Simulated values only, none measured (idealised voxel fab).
process module | voxel capacitor over wiring
cross-section cut | 235 nm wide | cells 5 nm
A cross-section is a grid of square cells, given in bands from the top down. A band is one or more rows of cells.
Each band's line starts with the height of the band's top and of its bottom, in nm. Then come its materials from left to right, each with its width in nm. One material with "throughout" fills the band from edge to edge. "air" is empty space.
Height 0 is the level under which the wafer as received is all one material. The lowest band goes on downwards, as in "0 down".
A width such as "30 to 40" changes by the same amount from each row of cells to the next, from the band's top row to its bottom row.
"no change" after a step means that no cell of the cross-section changed.
closed voids: empty space of 8 cells or more with no open way to the top, each as width x height at its distance from the left edge, in nm
after a step's settings: what the simulator itself notes on the step
overlay nm, on a step with a mask: how far to the right of its planned place the mask lay; to the left if negative
plan
1 op RECEIVE | material Si
2 op CONFORMAL_DEP | material SiO2 | thk nm 10
3 op DIRECTIONAL_DEP | material TiN | thk nm 5
4 op DIRECTIONAL_DEP | material Ru | thk nm 25
5 op MASKED_ETCH | tone cover | mask id METAL_1 | width nm 30 | pitch nm 95 | etch materials Ru | depth nm 25 | overlay nm 0
6 op MASKED_ETCH | tone cover | mask id METAL_1 | width nm 30 | pitch nm 95 | etch materials TiN | depth nm 5 | overlay nm 0
7 op CONFORMAL_DEP | material SiCN | thk nm 5
8 op FILL_DEP | material SiO2 | thk nm 5
9 op CMP | height nm 40
10 op CONFORMAL_DEP | material SiCN | thk nm 5
11 op DIRECTIONAL_DEP | material SiO2 | thk nm 20
12 op PATTERN | tone open | mask id PLUG_1 | material resist | width nm 15 | thk nm 20 | overlay nm 0
13 op DIRECTIONAL_ETCH | etch materials SiO2 | depth nm 20
14 op DIRECTIONAL_ETCH | etch materials SiCN | depth nm 5
15 op STRIP | etch materials resist
16 op CONFORMAL_DEP | material TiN | thk nm 5
17 op FILL_DEP | material W | thk nm 10
18 op CMP | height nm 65
19 op DIRECTIONAL_DEP | material TiN | thk nm 10
20 op DIRECTIONAL_DEP | material Al2O3 | thk nm 5
21 op DIRECTIONAL_DEP | material TiN | thk nm 10
22 op MASKED_ETCH | tone cover | mask id UPPER_PLATE | width nm 70 | etch materials TiN | depth nm 10 | overlay nm 0
23 op MASKED_ETCH | tone cover | mask id UPPER_PLATE | width nm 60 | etch materials Al2O3 | depth nm 5 | overlay nm 0
24 op MASKED_ETCH | tone cover | mask id LOWER_PLATE | width nm 80 | etch materials TiN | depth nm 10 | overlay nm 0
25 op FILL_DEP | material SiO2 | thk nm 20
26 op CMP | height nm 105
27 op DIRECTIONAL_DEP | material aC | thk nm 10
28 op PATTERN | tone open | mask id PLUG_2 | material resist | width nm 15 | thk nm 30 | overlay nm 0
29 op DIRECTIONAL_ETCH | etch materials aC | depth nm 10
30 op STRIP | etch materials resist
31 op DIRECTIONAL_ETCH | etch materials SiO2 | depth nm 15
32 op STRIP | etch materials aC
33 op CONFORMAL_DEP | material TiN | thk nm 5
34 op FILL_DEP | material Ru | thk nm 5
35 op CMP | height nm 105
36 op CONFORMAL_DEP | material SiCN | thk nm 5
varied across the wafers: width nm of step 23. The plan shows the first wafer's value. All wafers start alike
first wafer as received, after step 1
  0 down: Si throughout
  closed voids: none
first wafer at the end, after step 36
  110 to 105: SiCN throughout
  105 to 95: SiO2 80 | TiN 5 | Ru 5 | TiN 5 | SiO2 140
  95 to 90: SiO2 80 | TiN 15 | SiO2 140
  90 to 80: SiO2 70 | TiN 70 | SiO2 95
  80 to 75: SiO2 70 | Al2O3 70 | SiO2 95
  75 to 65: SiO2 65 | TiN 80 | SiO2 90
  65 to 45: SiO2 70 | TiN 5 | W 5 | TiN 5 | SiO2 150
  45 to 40: SiCN 70 | TiN 15 | SiCN 150
  40 to 15: SiO2 50 | SiCN 5 | Ru 30 | SiCN 5 | SiO2 55 | SiCN 5 | Ru 30 | SiCN 5 | SiO2 50
  15 to 10: SiCN 55 | TiN 30 | SiCN 65 | TiN 30 | SiCN 55
  10 to 0: SiO2 throughout
  0 down: Si throughout
  closed voids: none
last wafer at the end
  110 to 105: SiCN throughout
  105 to 95: SiO2 80 | TiN 5 | Ru 5 | TiN 5 | SiO2 140
  95 to 90: SiO2 80 | TiN 15 | SiO2 140
  90 to 80: SiO2 70 | TiN 70 | SiO2 95
  80 to 75: SiO2 65 | Al2O3 85 | SiO2 85
  75 to 65: SiO2 65 | TiN 85 | SiO2 85
  65 to 45: SiO2 70 | TiN 5 | W 5 | TiN 5 | SiO2 150
  45 to 40: SiCN 70 | TiN 15 | SiCN 150
  40 to 15: SiO2 50 | SiCN 5 | Ru 30 | SiCN 5 | SiO2 55 | SiCN 5 | Ru 30 | SiCN 5 | SiO2 50
  15 to 10: SiCN 55 | TiN 30 | SiCN 65 | TiN 30 | SiCN 55
  10 to 0: SiO2 throughout
  0 down: Si throughout
  closed voids: none
each wafer at the end: cells of each material gained (+) or lost (-) since it was received, then its closed voids
width nm 60 | +14 Al2O3 | +62 Ru | +146 SiCN | +718 SiO2 | +90 TiN | +4 W | closed voids: none
width nm 65 | +14 Al2O3 | +62 Ru | +146 SiCN | +718 SiO2 | +90 TiN | +4 W | closed voids: none
width nm 70 | +14 Al2O3 | +62 Ru | +146 SiCN | +718 SiO2 | +90 TiN | +4 W | closed voids: none
width nm 75 | +15 Al2O3 | +62 Ru | +146 SiCN | +717 SiO2 | +90 TiN | +4 W | closed voids: none
width nm 80 | +16 Al2O3 | +62 Ru | +146 SiCN | +716 SiO2 | +90 TiN | +4 W | closed voids: none
width nm 85 | +17 Al2O3 | +62 Ru | +146 SiCN | +713 SiO2 | +92 TiN | +4 W | closed voids: none
